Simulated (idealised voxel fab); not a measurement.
The process module presented herein is designated voxel capacitor over wiring.
The width of the displayed cross-section, cut, is 300 nm; its cells are square, with a size of 5 nm.
Throughout this document, each cross-section is represented as a grid of square cells and is presented as a sequence of bands enumerated from the top downward, where a band comprises one or more rows of cells.
The band entry comprises the height of the band's top followed by the height of its bottom, expressed in nm, and subsequently the band's materials from left to right, each stated together with its width in nm. Where a single material is marked with the word "full width", that material fills the band from edge to edge. The word "blank" represents empty space.
Convention: height 0 is the level below which the wafer, as received, is all one material. The lowest band does not terminate at the bottom but continues downward, represented as "0 and below".
You'd read "30 to 40" like this: the band's top row of cells is as wide as the first number, its bottom row is as wide as the second, and going down, every row changes width by the same amount as the row before did.
"remains unaltered" for a step: no cell of the cross-section changed in that step.
The entry "Unvented internal voids" lists the empty spaces that cover at least 8 cells and have no open path to the top. Each is written as width x height at distance, where the distance is measured from the left edge and all three values are in nm.
Post-settings text on a step line: simulator's own remark regarding the step.
overlay nm: how far to the right of its planned place the mask lay on this masked step (negative: to the left).
THE PROCESS STEPS THAT WERE PLANNED ARE LISTED BELOW
1. RECEIVE,material Si
2. CONFORMAL_DEP,material SiO2,thk nm 15
3. DIRECTIONAL_DEP,material TiN,thk nm 5
4. DIRECTIONAL_DEP,material W,thk nm 25
5. PATTERN,tone cover,mask id METAL_1,material resist,width nm 20,pitch nm 85,thk nm 20,overlay nm 0
6. DIRECTIONAL_ETCH,etch materials W,depth nm 25
7. DIRECTIONAL_ETCH,etch materials TiN,depth nm 5
8. STRIP,etch materials resist
9. CONFORMAL_DEP,material SiN,thk nm 5
10. FILL_DEP,material lowk,thk nm 10
11. CMP,height nm 45
12. CONFORMAL_DEP,material SiCN,thk nm 5
13. DIRECTIONAL_DEP,material lowk,thk nm 15
14. DIRECTIONAL_DEP,material aC,thk nm 10
15. PATTERN,tone open,mask id PLUG_1,material resist,width nm 15,thk nm 30,overlay nm 0
16. DIRECTIONAL_ETCH,etch materials aC,depth nm 10
17. STRIP,etch materials resist
18. DIRECTIONAL_ETCH,etch materials lowk,depth nm 15
19. DIRECTIONAL_ETCH,etch materials SiCN,depth nm 5
20. STRIP,etch materials aC
21. EPI,material Ru,thk nm 10
22. EPI,material Ru,thk nm 10
23. DIRECTIONAL_DEP,material TiN,thk nm 5
24. DIRECTIONAL_DEP,material Al2O3,thk nm 5
25. DIRECTIONAL_DEP,material TiN,thk nm 10
26. MASKED_ETCH,tone cover,mask id UPPER_PLATE,width nm 70,etch materials TiN,depth nm 10,overlay nm 0
27. MASKED_ETCH,tone cover,mask id UPPER_PLATE,width nm 70,etch materials Al2O3,depth nm 5,overlay nm 0
28. DIRECTIONAL_DEP,material aC,thk nm 15
29. PATTERN,tone cover,mask id LOWER_PLATE,material resist,width nm 80,thk nm 30,overlay nm 0
30. DIRECTIONAL_ETCH,etch materials aC,depth nm 15
31. STRIP,etch materials resist
32. DIRECTIONAL_ETCH,etch materials TiN,depth nm 5
33. STRIP,etch materials aC
34. FILL_DEP,material SiO2,thk nm 20
35. CMP,height nm 100
36. MASKED_ETCH,tone open,mask id PLUG_2,width nm 15,etch materials SiO2,depth nm 15,overlay nm 0
37. CONFORMAL_DEP,material TiN,thk nm 5
38. FILL_DEP,material Ru,thk nm 10
39. CMP,height nm 100
40. CONFORMAL_DEP,material SiN,thk nm 5
CROSS-SECTION OF THE WAFER UPON ARRIVAL, REPRESENTING THE STATE REACHED AFTER STEP 1
0 and below: Si full width
Unvented internal voids: none
CROSS-SECTION, FIRST OF TWO WAFERS, END OF MODULE, RUN AS PLANNED
105 down to 100: SiN full width
100 down to 90: 110 of SiO2; 5 of TiN; 5 of Ru; 5 of TiN; 175 of SiO2
90 down to 85: 110 of SiO2; 15 of TiN; 175 of SiO2
85 down to 75: 100 of SiO2; 70 of TiN; 130 of SiO2
75 down to 70: 100 of SiO2; 70 of Al2O3; 130 of SiO2
70 down to 65: 95 of SiO2; 80 of TiN; 125 of SiO2
65 down to 50: 100 of lowk; 15 of Ru; 185 of lowk
50 down to 45: 100 of SiCN; 15 of Ru; 185 of SiCN
45 down to 20: 90 of lowk; 5 of SiN; 20 of W; 5 of SiN; 55 of lowk; 5 of SiN; 20 of W; 5 of SiN; 95 of lowk
20 down to 15: 95 of SiN; 20 of TiN; 65 of SiN; 20 of TiN; 100 of SiN
15 down to 0: SiO2 full width
0 and below: Si full width
Unvented internal voids: none
CROSS-SECTION, SECOND WAFER: SAME START AS THE FIRST, SAME PLAN AS THE FIRST, ONE MISTAKE IN RUNNING IT; TAKEN AT THE END OF THE MODULE
105 down to 100: SiN full width
100 down to 90: 110 of SiO2; 5 of TiN; 5 of Ru; 5 of TiN; 175 of SiO2
90 down to 80: 110 to 115 of SiO2; 15 to 55 of TiN; 175 to 130 of SiO2
80 down to 75: 100 of SiO2; 70 of TiN; 130 of SiO2
75 down to 70: 100 of SiO2; 15 of TiN; 55 of Al2O3; 130 of SiO2
70 down to 65: 95 of SiO2; 5 of TiN; 15 of Al2O3; 60 of TiN; 125 of SiO2
65 down to 60: 100 of lowk; 15 of TiN; 185 of lowk
60 down to 50: lowk full width
50 down to 45: SiCN full width
45 down to 20: 90 of lowk; 5 of SiN; 20 of W; 5 of SiN; 55 of lowk; 5 of SiN; 20 of W; 5 of SiN; 95 of lowk
20 down to 15: 95 of SiN; 20 of TiN; 65 of SiN; 20 of TiN; 100 of SiN
15 down to 0: SiO2 full width
0 and below: Si full width
Unvented internal voids: none
Processing error: step 18 off recipe, ran as DIRECTIONAL_ETCH,etch materials lowk,depth nm 5
Final difference in cells, second wafer against first, listed per material as more or fewer: Ru: 12 fewer; SiCN: 3 more; SiO2: 3 more; lowk: 6 more
